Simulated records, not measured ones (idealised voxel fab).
Herein follows the process module entitled voxel transistor to metal.
The cross-section on display is named cut; it measures 185 nm wide, and its cells are 5 nm squares.
A cross-section is a grid of square cells, given in bands from the top down. A band is one or more rows of cells. Top height, bottom height, nm. Materials left to right, width each, nm. Single material + "full width" = fills band edge to edge. "air" = empty. Note: height 0 marks the level under which the wafer is uniformly one material as received. Lowest band unbounded below, written "0..down". When a width is written as two numbers, as in "30->40", the first number is the width in the top row of cells of the band and the second is the width in its bottom row, and the width changes by the same amount from each row to the next. No cell of the cross-section changed in a step that is given as "remains unaltered". Under "Voids, sealed" you'll find the enclosed gaps, the ones with no way out to the top, that are 8 cells or bigger; each reads width x height at distance, with distance counted from the left edge, everything in nm. Read whatever lies past the settings on a step's line as the simulator's own remark about the step. overlay nm: how far to the right of its planned place the mask lay on this masked step (negative: to the left).
**Planned process steps**
| 1 | RECEIVE: material Si |
| 2 | CONFORMAL_DEP: material SiO2, thk nm 5 |
| 3 | CONFORMAL_DEP: material SiN, thk nm 10 |
| 4 | PATTERN: tone cover, mask id ACTIVE, material resist, width nm 95, thk nm 20, overlay nm 0 |
| 5 | DIRECTIONAL_ETCH: etch materials SiN, depth nm 10 |
| 6 | DIRECTIONAL_ETCH: etch materials SiO2, depth nm 5 |
| 7 | DIRECTIONAL_ETCH: etch materials Si, depth nm 35 |
| 8 | STRIP: etch materials resist |
| 9 | FILL_DEP: material SiO2, thk nm 5 |
| 10 | CMP: height nm 15 |
| 11 | SELECTIVE_ETCH: etch materials SiO2, depth nm 10 |
| 12 | STRIP: etch materials SiN |
| 13 | SELECTIVE_ETCH: etch materials SiO2, depth nm 5 |
| 14 | OXIDIZE: depth nm 5 |
| 15 | DIRECTIONAL_DEP: material polySi, thk nm 25 |
| 16 | DIRECTIONAL_DEP: material SiCN, thk nm 10 |
| 17 | DIRECTIONAL_DEP: material aC, thk nm 10 |
| 18 | PATTERN: tone cover, mask id GATE, material resist, width nm 25, thk nm 30, overlay nm 0 |
| 19 | DIRECTIONAL_ETCH: etch materials aC, depth nm 10 |
| 20 | STRIP: etch materials resist |
| 21 | DIRECTIONAL_ETCH: etch materials SiCN, depth nm 20 |
| 22 | DIRECTIONAL_ETCH: etch materials polySi, depth nm 35 |
| 23 | STRIP: etch materials aC |
| 24 | CONFORMAL_DEP: material SiN, thk nm 5 |
| 25 | DIRECTIONAL_ETCH: etch materials SiN, depth nm 5 |
| 26 | DIRECTIONAL_ETCH: etch materials SiO2, depth nm 5 |
| 27 | DIRECTIONAL_ETCH: etch materials Si, depth nm 10 |
| 28 | EPI: material pSi, thk nm 10 |
| 29 | FILL_DEP: material SiO2, thk nm 10 |
| 30 | CMP: height nm 25 |
| 31 | STRIP: etch materials polySi |
| 32 | SELECTIVE_ETCH: etch materials SiO2, depth nm 5 |
| 33 | CONFORMAL_DEP: material HfO2, thk nm 5 |
| 34 | CONFORMAL_DEP: material TiN, thk nm 5 |
| 35 | FILL_DEP: material W, thk nm 5 |
| 36 | CMP: height nm 20 |
| 37 | DIRECTIONAL_DEP: material SiO2, thk nm 10 |
| 38 | PATTERN: tone open, mask id CONTACT, material resist, width nm 15, pitch nm 70, thk nm 15, overlay nm 0 |
| 39 | DIRECTIONAL_ETCH: etch materials SiO2, depth nm 35 |
| 40 | STRIP: etch materials resist |
| 41 | CONFORMAL_DEP: material TiN, thk nm 5 |
| 42 | FILL_DEP: material Ru, thk nm 5 |
| 43 | CMP: height nm 30 |
| 44 | CONFORMAL_DEP: material SiN, thk nm 5 |
| 45 | DIRECTIONAL_DEP: material SiO2, thk nm 15 |
| 46 | PATTERN: tone open, mask id METAL_1, material resist, width nm 15, pitch nm 70, thk nm 20, overlay nm 0 |
| 47 | DIRECTIONAL_ETCH: etch materials SiO2, depth nm 15 |
| 48 | DIRECTIONAL_ETCH: etch materials SiN, depth nm 5 |
| 49 | STRIP: etch materials resist |
| 50 | CONFORMAL_DEP: material TiN, thk nm 5 |
| 51 | FILL_DEP: material Cu, thk nm 5 |
| 52 | CMP: height nm 50 |
| 53 | EPI: material Ru, thk nm 5 |
| 54 | FILL_DEP: material SiCN, thk nm 5 |
| 55 | DIRECTIONAL_DEP: material lowk, thk nm 30 |
| 56 | MASKED_ETCH: tone open, mask id METAL_2, width nm 15, pitch nm 70, etch materials lowk, depth nm 20, overlay nm 0 |
| 57 | MASKED_ETCH: tone open, mask id METAL_2_HOLES, width nm 15, pitch nm 70, etch materials lowk, depth nm 10, overlay nm 0 |
| 58 | MASKED_ETCH: tone open, mask id METAL_2_HOLES, width nm 15, pitch nm 70, etch materials SiCN, depth nm 5, overlay nm 0 |
| 59 | CONFORMAL_DEP: material TiN, thk nm 5 |
| 60 | FILL_DEP: material Cu, thk nm 5 |
| 61 | CMP: height nm 90 |
| 62 | CONFORMAL_DEP: material SiN, thk nm 5 |
**The first wafer of two, processed as planned**
**as received, after step 1**
> 0..down | Si full width
> Voids, sealed: none
**Wafer section view after processing step 2**
> 5..0 | SiO2 full width
> Rest of section, below 0: as before.
**Wafer section view after processing step 3**
> 15..5 | SiN full width
> Rest of section, below 5: as before.
**Wafer section view after processing step 4**
> 35..15 | air 45 nm  resist 95 nm  air 45 nm
> Rest of section, below 15: as before.
**Wafer section view after processing step 5**
> 35..15 | air 45 nm  resist 95 nm  air 45 nm
> 15..5 | air 45 nm  SiN 95 nm  air 45 nm
> Rest of section, below 5: as before.
**Wafer section view after processing step 6**
> 35..15 | air 45 nm  resist 95 nm  air 45 nm
> 15..5 | air 45 nm  SiN 95 nm  air 45 nm
> 5..0 | air 45 nm  SiO2 95 nm  air 45 nm
> Rest of section, below 0: as before.
**Wafer section view after processing step 7**
> 35..15 | air 45 nm  resist 95 nm  air 45 nm
> 15..5 | air 45 nm  SiN 95 nm  air 45 nm
> 5..0 | air 45 nm  SiO2 95 nm  air 45 nm
> 0..-35 | air 45 nm  Si 95 nm  air 45 nm
> Rest of section, below -35: as before.
**Wafer section view after processing step 8**
> 15..5 | air 45 nm  SiN 95 nm  air 45 nm
> Rest of section, below 5: as before.
**Wafer section view after processing step 9**
> 20..15 | SiO2 full width
> 15..5 | SiO2 45 nm  SiN 95 nm  SiO2 45 nm
> 5..0 | SiO2 full width
> 0..-35 | SiO2 45 nm  Si 95 nm  SiO2 45 nm
> Rest of section, below -35: as before.
**Wafer section view after processing step 10**
> 15..5 | SiO2 45 nm  SiN 95 nm  SiO2 45 nm
> Rest of section, below 5: as before.
**Wafer section view after processing step 11**
> 15..5 | air 45 nm  SiN 95 nm  air 45 nm
> Rest of section, below 5: as before.
**Wafer section view after processing step 12**
> 5..0 | SiO2 full width
> Rest of section, below 0: as before.
**Wafer section view after processing step 13**
> 0..-35 | SiO2 45 nm  Si 95 nm  SiO2 45 nm
> Rest of section, below -35: as before.
**Wafer section view after processing step 14**
> 0..-5 | SiO2 full width
> Rest of section, below -5: as before.
**Wafer section view after processing step 15**
> 25..0 | polySi full width
> Rest of section, below 0: as before.
**Wafer section view after processing step 16**
> 35..25 | SiCN full width
> Rest of section, below 25: as before.
**Wafer section view after processing step 17**
> 45..35 | aC full width
> Rest of section, below 35: as before.
**Wafer section view after processing step 18**
> 75..45 | air 80 nm  resist 25 nm  air 80 nm
> Rest of section, below 45: as before.
**Wafer section view after processing step 19**
> 65..45 | air 80 nm  resist 25 nm  air 80 nm
> 45..35 | air 80 nm  aC 25 nm  air 80 nm
> Rest of section, below 35: as before.
**Wafer section view after processing step 20**
> 45..35 | air 80 nm  aC 25 nm  air 80 nm
> Rest of section, below 35: as before.
**Wafer section view after processing step 21**
> 45..35 | air 80 nm  aC 25 nm  air 80 nm
> 35..25 | air 80 nm  SiCN 25 nm  air 80 nm
> Rest of section, below 25: as before.
**Wafer section view after processing step 22**
> 45..35 | air 80 nm  aC 25 nm  air 80 nm
> 35..25 | air 80 nm  SiCN 25 nm  air 80 nm
> 25..0 | air 80 nm  polySi 25 nm  air 80 nm
> Rest of section, below 0: as before.
**Wafer section view after processing step 23**
> 35..25 | air 80 nm  SiCN 25 nm  air 80 nm
> Rest of section, below 25: as before.
**Wafer section view after processing step 24**
> 40..35 | air 75 nm  SiN 35 nm  air 75 nm
> 35..25 | air 75 nm  SiN 5 nm  SiCN 25 nm  SiN 5 nm  air 75 nm
> 25..5 | air 75 nm  SiN 5 nm  polySi 25 nm  SiN 5 nm  air 75 nm
> 5..0 | SiN 80 nm  polySi 25 nm  SiN 80 nm
> Rest of section, below 0: as before.
**Wafer section view after processing step 25**
> 35..25 | air 75 nm  SiN 5 nm  SiCN 25 nm  SiN 5 nm  air 75 nm
> 25..0 | air 75 nm  SiN 5 nm  polySi 25 nm  SiN 5 nm  air 75 nm
> Rest of section, below 0: as before.
**Wafer section view after processing step 26**
> 35..25 | air 75 nm  SiN 5 nm  SiCN 25 nm  SiN 5 nm  air 75 nm
> 25..0 | air 75 nm  SiN 5 nm  polySi 25 nm  SiN 5 nm  air 75 nm
> 0..-5 | air 75 nm  SiO2 35 nm  air 75 nm
> Rest of section, below -5: as before.
**Wafer section view after processing step 27**
> 35..25 | air 75 nm  SiN 5 nm  SiCN 25 nm  SiN 5 nm  air 75 nm
> 25..0 | air 75 nm  SiN 5 nm  polySi 25 nm  SiN 5 nm  air 75 nm
> 0..-5 | air 75 nm  SiO2 35 nm  air 75 nm
> -5..-15 | SiO2 45 nm  air 30 nm  Si 35 nm  air 30 nm  SiO2 45 nm
> Rest of section, below -15: as before.
**Wafer section view after processing step 28**
> 35..25 | air 75 nm  SiN 5 nm  SiCN 25 nm  SiN 5 nm  air 75 nm
> 25..5 | air 75 nm  SiN 5 nm  polySi 25 nm  SiN 5 nm  air 75 nm
> 5..0 | air 65 nm  pSi 10 nm  SiN 5 nm  polySi 25 nm  SiN 5 nm  pSi 10 nm  air 65 nm
> 0..-5 | air 65 nm  pSi 10 nm  SiO2 35 nm  pSi 10 nm  air 65 nm
> -5..-15 | SiO2 45 nm  pSi 30 nm  Si 35 nm  pSi 30 nm  SiO2 45 nm
> Rest of section, below -15: as before.
**Wafer section view after processing step 29**
> 45..35 | SiO2 full width
> 35..25 | SiO2 75 nm  SiN 5 nm  SiCN 25 nm  SiN 5 nm  SiO2 75 nm
> 25..5 | SiO2 75 nm  SiN 5 nm  polySi 25 nm  SiN 5 nm  SiO2 75 nm
> 5..0 | SiO2 65 nm  pSi 10 nm  SiN 5 nm  polySi 25 nm  SiN 5 nm  pSi 10 nm  SiO2 65 nm
> 0..-5 | SiO2 65 nm  pSi 10 nm  SiO2 35 nm  pSi 10 nm  SiO2 65 nm
> Rest of section, below -5: as before.
**Wafer section view after processing step 30**
> 25..5 | SiO2 75 nm  SiN 5 nm  polySi 25 nm  SiN 5 nm  SiO2 75 nm
> Rest of section, below 5: as before.
**Wafer section view after processing step 31**
> 25..5 | SiO2 75 nm  SiN 5 nm  air 25 nm  SiN 5 nm  SiO2 75 nm
> 5..0 | SiO2 65 nm  pSi 10 nm  SiN 5 nm  air 25 nm  SiN 5 nm  pSi 10 nm  SiO2 65 nm
> Rest of section, below 0: as before.
**Wafer section view after processing step 32**
> 25..20 | air 75 nm  SiN 5 nm  air 25 nm  SiN 5 nm  air 75 nm
> 20..5 | SiO2 75 nm  SiN 5 nm  air 25 nm  SiN 5 nm  SiO2 75 nm
> 5..0 | SiO2 65 nm  pSi 10 nm  SiN 5 nm  air 25 nm  SiN 5 nm  pSi 10 nm  SiO2 65 nm
> 0..-5 | SiO2 65 nm  pSi 10 nm  air 35 nm  pSi 10 nm  SiO2 65 nm
> Rest of section, below -5: as before.
**Wafer section view after processing step 33**
> 30..25 | air 70 nm  HfO2 15 nm  air 15 nm  HfO2 15 nm  air 70 nm
> 25..20 | HfO2 75 nm  SiN 5 nm  HfO2 5 nm  air 15 nm  HfO2 5 nm  SiN 5 nm  HfO2 75 nm
> 20..5 | SiO2 75 nm  SiN 5 nm  HfO2 5 nm  air 15 nm  HfO2 5 nm  SiN 5 nm  SiO2 75 nm
> 5..0 | SiO2 65 nm  pSi 10 nm  SiN 5 nm  HfO2 5 nm  air 15 nm  HfO2 5 nm  SiN 5 nm  pSi 10 nm  SiO2 65 nm
> 0..-5 | SiO2 65 nm  pSi 10 nm  HfO2 35 nm  pSi 10 nm  SiO2 65 nm
> Rest of section, below -5: as before.
**Wafer section view after processing step 34**
> 35..30 | air 65 nm  TiN 25 nm  air 5 nm  TiN 25 nm  air 65 nm
> 30..25 | TiN 70 nm  HfO2 15 nm  TiN 5 nm  air 5 nm  TiN 5 nm  HfO2 15 nm  TiN 70 nm
> 25..20 | HfO2 75 nm  SiN 5 nm  HfO2 5 nm  TiN 5 nm  air 5 nm  TiN 5 nm  HfO2 5 nm  SiN 5 nm  HfO2 75 nm
> 20..5 | SiO2 75 nm  SiN 5 nm  HfO2 5 nm  TiN 5 nm  air 5 nm  TiN 5 nm  HfO2 5 nm  SiN 5 nm  SiO2 75 nm
> 5..0 | SiO2 65 nm  pSi 10 nm  SiN 5 nm  HfO2 5 nm  TiN 15 nm  HfO2 5 nm  SiN 5 nm  pSi 10 nm  SiO2 65 nm
> Rest of section, below 0: as before.
**Wafer section view after processing step 35**
> 40..35 | W full width
> 35..30 | W 65 nm  TiN 25 nm  W 5 nm  TiN 25 nm  W 65 nm
> 30..25 | TiN 70 nm  HfO2 15 nm  TiN 5 nm  W 5 nm  TiN 5 nm  HfO2 15 nm  TiN 70 nm
> 25..20 | HfO2 75 nm  SiN 5 nm  HfO2 5 nm  TiN 5 nm  W 5 nm  TiN 5 nm  HfO2 5 nm  SiN 5 nm  HfO2 75 nm
> 20..5 | SiO2 75 nm  SiN 5 nm  HfO2 5 nm  TiN 5 nm  W 5 nm  TiN 5 nm  HfO2 5 nm  SiN 5 nm  SiO2 75 nm
> Rest of section, below 5: as before.
**Wafer section view after processing step 36**
> 20..5 | SiO2 75 nm  SiN 5 nm  HfO2 5 nm  TiN 5 nm  W 5 nm  TiN 5 nm  HfO2 5 nm  SiN 5 nm  SiO2 75 nm
> Rest of section, below 5: as before.
**Wafer section view after processing step 37**
> 30..20 | SiO2 full width
> Rest of section, below 20: as before.
**Wafer section view after processing step 38**
> 45..30 | resist 50 nm  air 15 nm  resist 55 nm  air 15 nm  resist 50 nm
> Rest of section, below 30: as before.
**Wafer section view after processing step 39**
> 45..30 | resist 50 nm  air 15 nm  resist 55 nm  air 15 nm  resist 50 nm
> 30..20 | SiO2 50 nm  air 15 nm  SiO2 55 nm  air 15 nm  SiO2 50 nm
> 20..5 | SiO2 50 nm  air 15 nm  SiO2 10 nm  SiN 5 nm  HfO2 5 nm  TiN 5 nm  W 5 nm  TiN 5 nm  HfO2 5 nm  SiN 5 nm  SiO2 10 nm  air 15 nm  SiO2 50 nm
> 5..0 | SiO2 50 nm  air 15 nm  pSi 10 nm  SiN 5 nm  HfO2 5 nm  TiN 15 nm  HfO2 5 nm  SiN 5 nm  pSi 10 nm  air 15 nm  SiO2 50 nm
> 0..-5 | SiO2 50 nm  air 15 nm  pSi 10 nm  HfO2 35 nm  pSi 10 nm  air 15 nm  SiO2 50 nm
> Rest of section, below -5: as before.
**Wafer section view after processing step 40**
> 30..20 | SiO2 50 nm  air 15 nm  SiO2 55 nm  air 15 nm  SiO2 50 nm
> Rest of section, below 20: as before.
**Wafer section view after processing step 41**
> 35..30 | TiN 55 nm  air 5 nm  TiN 65 nm  air 5 nm  TiN 55 nm
> 30..20 | SiO2 50 nm  TiN 5 nm  air 5 nm  TiN 5 nm  SiO2 55 nm  TiN 5 nm  air 5 nm  TiN 5 nm  SiO2 50 nm
> 20..5 | SiO2 50 nm  TiN 5 nm  air 5 nm  TiN 5 nm  SiO2 10 nm  SiN 5 nm  HfO2 5 nm  TiN 5 nm  W 5 nm  TiN 5 nm  HfO2 5 nm  SiN 5 nm  SiO2 10 nm  TiN 5 nm  air 5 nm  TiN 5 nm  SiO2 50 nm
> 5..0 | SiO2 50 nm  TiN 5 nm  air 5 nm  TiN 5 nm  pSi 10 nm  SiN 5 nm  HfO2 5 nm  TiN 15 nm  HfO2 5 nm  SiN 5 nm  pSi 10 nm  TiN 5 nm  air 5 nm  TiN 5 nm  SiO2 50 nm
> 0..-5 | SiO2 50 nm  TiN 15 nm  pSi 10 nm  HfO2 35 nm  pSi 10 nm  TiN 15 nm  SiO2 50 nm
> Rest of section, below -5: as before.
**Wafer section view after processing step 42**
> 40..35 | Ru full width
> 35..30 | TiN 55 nm  Ru 5 nm  TiN 65 nm  Ru 5 nm  TiN 55 nm
> 30..20 | SiO2 50 nm  TiN 5 nm  Ru 5 nm  TiN 5 nm  SiO2 55 nm  TiN 5 nm  Ru 5 nm  TiN 5 nm  SiO2 50 nm
> 20..5 | SiO2 50 nm  TiN 5 nm  Ru 5 nm  TiN 5 nm  SiO2 10 nm  SiN 5 nm  HfO2 5 nm  TiN 5 nm  W 5 nm  TiN 5 nm  HfO2 5 nm  SiN 5 nm  SiO2 10 nm  TiN 5 nm  Ru 5 nm  TiN 5 nm  SiO2 50 nm
> 5..0 | SiO2 50 nm  TiN 5 nm  Ru 5 nm  TiN 5 nm  pSi 10 nm  SiN 5 nm  HfO2 5 nm  TiN 15 nm  HfO2 5 nm  SiN 5 nm  pSi 10 nm  TiN 5 nm  Ru 5 nm  TiN 5 nm  SiO2 50 nm
> Rest of section, below 0: as before.
**Wafer section view after processing step 43**
> 30..20 | SiO2 50 nm  TiN 5 nm  Ru 5 nm  TiN 5 nm  SiO2 55 nm  TiN 5 nm  Ru 5 nm  TiN 5 nm  SiO2 50 nm
> Rest of section, below 20: as before.
**Wafer section view after processing step 44**
> 35..30 | SiN full width
> Rest of section, below 30: as before.
**Wafer section view after processing step 45**
> 50..35 | SiO2 full width
> Rest of section, below 35: as before.
**Wafer section view after processing step 46**
> 70..50 | resist 50 nm  air 15 nm  resist 55 nm  air 15 nm  resist 50 nm
> Rest of section, below 50: as before.
**Wafer section view after processing step 47**
> 70..50 | resist 50 nm  air 15 nm  resist 55 nm  air 15 nm  resist 50 nm
> 50..35 | SiO2 50 nm  air 15 nm  SiO2 55 nm  air 15 nm  SiO2 50 nm
> Rest of section, below 35: as before.
**Wafer section view after processing step 48**
> 70..50 | resist 50 nm  air 15 nm  resist 55 nm  air 15 nm  resist 50 nm
> 50..35 | SiO2 50 nm  air 15 nm  SiO2 55 nm  air 15 nm  SiO2 50 nm
> 35..30 | SiN 50 nm  air 15 nm  SiN 55 nm  air 15 nm  SiN 50 nm
> Rest of section, below 30: as before.
**Wafer section view after processing step 49**
> 50..35 | SiO2 50 nm  air 15 nm  SiO2 55 nm  air 15 nm  SiO2 50 nm
> Rest of section, below 35: as before.
**Wafer section view after processing step 50**
> 55..50 | TiN 55 nm  air 5 nm  TiN 65 nm  air 5 nm  TiN 55 nm
> 50..35 | SiO2 50 nm  TiN 5 nm  air 5 nm  TiN 5 nm  SiO2 55 nm  TiN 5 nm  air 5 nm  TiN 5 nm  SiO2 50 nm
> 35..30 | SiN 50 nm  TiN 15 nm  SiN 55 nm  TiN 15 nm  SiN 50 nm
> Rest of section, below 30: as before.
**Wafer section view after processing step 51**
> 60..55 | Cu full width
> 55..50 | TiN 55 nm  Cu 5 nm  TiN 65 nm  Cu 5 nm  TiN 55 nm
> 50..35 | SiO2 50 nm  TiN 5 nm  Cu 5 nm  TiN 5 nm  SiO2 55 nm  TiN 5 nm  Cu 5 nm  TiN 5 nm  SiO2 50 nm
> Rest of section, below 35: as before.
**Wafer section view after processing step 52**
> 50..35 | SiO2 50 nm  TiN 5 nm  Cu 5 nm  TiN 5 nm  SiO2 55 nm  TiN 5 nm  Cu 5 nm  TiN 5 nm  SiO2 50 nm
> Rest of section, below 35: as before.
**Wafer section view after processing step 53**
> 55..50 | air 45 nm  Ru 25 nm  air 45 nm  Ru 25 nm  air 45 nm
> Rest of section, below 50: as before.
**Wafer section view after processing step 54**
> 60..55 | SiCN full width
> 55..50 | SiCN 45 nm  Ru 25 nm  SiCN 45 nm  Ru 25 nm  SiCN 45 nm
> Rest of section, below 50: as before.
**Wafer section view after processing step 55**
> 90..60 | lowk full width
> Rest of section, below 60: as before.
**Wafer section view after processing step 56**
> 90..70 | lowk 50 nm  air 15 nm  lowk 55 nm  air 15 nm  lowk 50 nm
> Rest of section, below 70: as before.
**Wafer section view after processing step 57**
> 90..60 | lowk 50 nm  air 15 nm  lowk 55 nm  air 15 nm  lowk 50 nm
> Rest of section, below 60: as before.
**Wafer section view after processing step 58**
> 90..60 | lowk 50 nm  air 15 nm  lowk 55 nm  air 15 nm  lowk 50 nm
> 60..55 | SiCN 50 nm  air 15 nm  SiCN 55 nm  air 15 nm  SiCN 50 nm
> Rest of section, below 55: as before.
**Wafer section view after processing step 59**
> 95..90 | TiN 55 nm  air 5 nm  TiN 65 nm  air 5 nm  TiN 55 nm
> 90..60 | lowk 50 nm  TiN 5 nm  air 5 nm  TiN 5 nm  lowk 55 nm  TiN 5 nm  air 5 nm  TiN 5 nm  lowk 50 nm
> 60..55 | SiCN 50 nm  TiN 15 nm  SiCN 55 nm  TiN 15 nm  SiCN 50 nm
> Rest of section, below 55: as before.
**Wafer section view after processing step 60**
> 100..95 | Cu full width
> 95..90 | TiN 55 nm  Cu 5 nm  TiN 65 nm  Cu 5 nm  TiN 55 nm
> 90..60 | lowk 50 nm  TiN 5 nm  Cu 5 nm  TiN 5 nm  lowk 55 nm  TiN 5 nm  Cu 5 nm  TiN 5 nm  lowk 50 nm
> Rest of section, below 60: as before.
**Wafer section view after processing step 61**
> 90..60 | lowk 50 nm  TiN 5 nm  Cu 5 nm  TiN 5 nm  lowk 55 nm  TiN 5 nm  Cu 5 nm  TiN 5 nm  lowk 50 nm
> Rest of section, below 60: as before.
**Wafer section view after processing step 62**
> 95..90 | SiN full width
> Rest of section, below 90: as before.
**The second wafer was prepared from the same starting point and under the same plan as the first; its processing contained one mistake, and it remains indistinguishable from the first wafer up to and including step 44**
**Cross-section of the second wafer corresponding to the planned conclusion of step 45**
> 40..35 | SiO2 full width
> Rest of section, below 35: as before.
**Cross-section of the second wafer corresponding to the planned conclusion of step 46**
> 60..40 | resist 50 nm  air 15 nm  resist 55 nm  air 15 nm  resist 50 nm
> Rest of section, below 40: as before.
**Cross-section of the second wafer corresponding to the planned conclusion of step 47**
> 60..40 | resist 50 nm  air 15 nm  resist 55 nm  air 15 nm  resist 50 nm
> 40..35 | SiO2 50 nm  air 15 nm  SiO2 55 nm  air 15 nm  SiO2 50 nm
> Rest of section, below 35: as before.
**Cross-section of the second wafer corresponding to the planned conclusion of step 48**
> 60..40 | resist 50 nm  air 15 nm  resist 55 nm  air 15 nm  resist 50 nm
> 40..35 | SiO2 50 nm  air 15 nm  SiO2 55 nm  air 15 nm  SiO2 50 nm
> 35..30 | SiN 50 nm  air 15 nm  SiN 55 nm  air 15 nm  SiN 50 nm
> Rest of section, below 30: as before.
**Cross-section of the second wafer corresponding to the planned conclusion of step 49**
> 40..35 | SiO2 50 nm  air 15 nm  SiO2 55 nm  air 15 nm  SiO2 50 nm
> Rest of section, below 35: as before.
**Cross-section of the second wafer corresponding to the planned conclusion of step 50**
> 45..40 | TiN 55 nm  air 5 nm  TiN 65 nm  air 5 nm  TiN 55 nm
> 40..35 | SiO2 50 nm  TiN 5 nm  air 5 nm  TiN 5 nm  SiO2 55 nm  TiN 5 nm  air 5 nm  TiN 5 nm  SiO2 50 nm
> 35..30 | SiN 50 nm  TiN 15 nm  SiN 55 nm  TiN 15 nm  SiN 50 nm
> Rest of section, below 30: as before.
**Cross-section of the second wafer corresponding to the planned conclusion of step 51**
> 50..45 | Cu full width
> 45..40 | TiN 55 nm  Cu 5 nm  TiN 65 nm  Cu 5 nm  TiN 55 nm
> 40..35 | SiO2 50 nm  TiN 5 nm  Cu 5 nm  TiN 5 nm  SiO2 55 nm  TiN 5 nm  Cu 5 nm  TiN 5 nm  SiO2 50 nm
> Rest of section, below 35: as before.
Cross-section of the second wafer corresponding to the planned conclusion of step 52: remains unaltered
**Cross-section of the second wafer corresponding to the planned conclusion of step 53**
> 55..50 | Ru full width
> Rest of section, below 50: as before.
**Cross-section of the second wafer corresponding to the planned conclusion of step 54**
> 60..55 | SiCN full width
> Rest of section, below 55: as before.
**Cross-section of the second wafer corresponding to the planned conclusion of step 55**
> 90..60 | lowk full width
> Rest of section, below 60: as before.
**Cross-section of the second wafer corresponding to the planned conclusion of step 56**
> 90..70 | lowk 50 nm  air 15 nm  lowk 55 nm  air 15 nm  lowk 50 nm
> Rest of section, below 70: as before.
**Cross-section of the second wafer corresponding to the planned conclusion of step 57**
> 90..60 | lowk 50 nm  air 15 nm  lowk 55 nm  air 15 nm  lowk 50 nm
> Rest of section, below 60: as before.
**Cross-section of the second wafer corresponding to the planned conclusion of step 58**
> 90..60 | lowk 50 nm  air 15 nm  lowk 55 nm  air 15 nm  lowk 50 nm
> 60..55 | SiCN 50 nm  air 15 nm  SiCN 55 nm  air 15 nm  SiCN 50 nm
> Rest of section, below 55: as before.
**Cross-section of the second wafer corresponding to the planned conclusion of step 59**
> 95..90 | TiN 55 nm  air 5 nm  TiN 65 nm  air 5 nm  TiN 55 nm
> 90..60 | lowk 50 nm  TiN 5 nm  air 5 nm  TiN 5 nm  lowk 55 nm  TiN 5 nm  air 5 nm  TiN 5 nm  lowk 50 nm
> 60..55 | SiCN 50 nm  TiN 15 nm  SiCN 55 nm  TiN 15 nm  SiCN 50 nm
> Rest of section, below 55: as before.
**Cross-section of the second wafer corresponding to the planned conclusion of step 60**
> 100..95 | Cu full width
> 95..90 | TiN 55 nm  Cu 5 nm  TiN 65 nm  Cu 5 nm  TiN 55 nm
> 90..60 | lowk 50 nm  TiN 5 nm  Cu 5 nm  TiN 5 nm  lowk 55 nm  TiN 5 nm  Cu 5 nm  TiN 5 nm  lowk 50 nm
> Rest of section, below 60: as before.
**Cross-section of the second wafer corresponding to the planned conclusion of step 61**
> 90..60 | lowk 50 nm  TiN 5 nm  Cu 5 nm  TiN 5 nm  lowk 55 nm  TiN 5 nm  Cu 5 nm  TiN 5 nm  lowk 50 nm
> Rest of section, below 60: as before.
**Cross-section of the second wafer corresponding to the planned conclusion of step 62**
> 95..90 | SiN full width
> Rest of section, below 90: as before.
Nonconformance to the process plan: off-plan run, step 45, actual operation and settings DIRECTIONAL_DEP: material SiO2, thk nm 5
Wafer comparison, final, in cells, second relative to first, materials more or fewer: Cu +35; Ru +27; SiCN -27; SiO2 -62; TiN +27
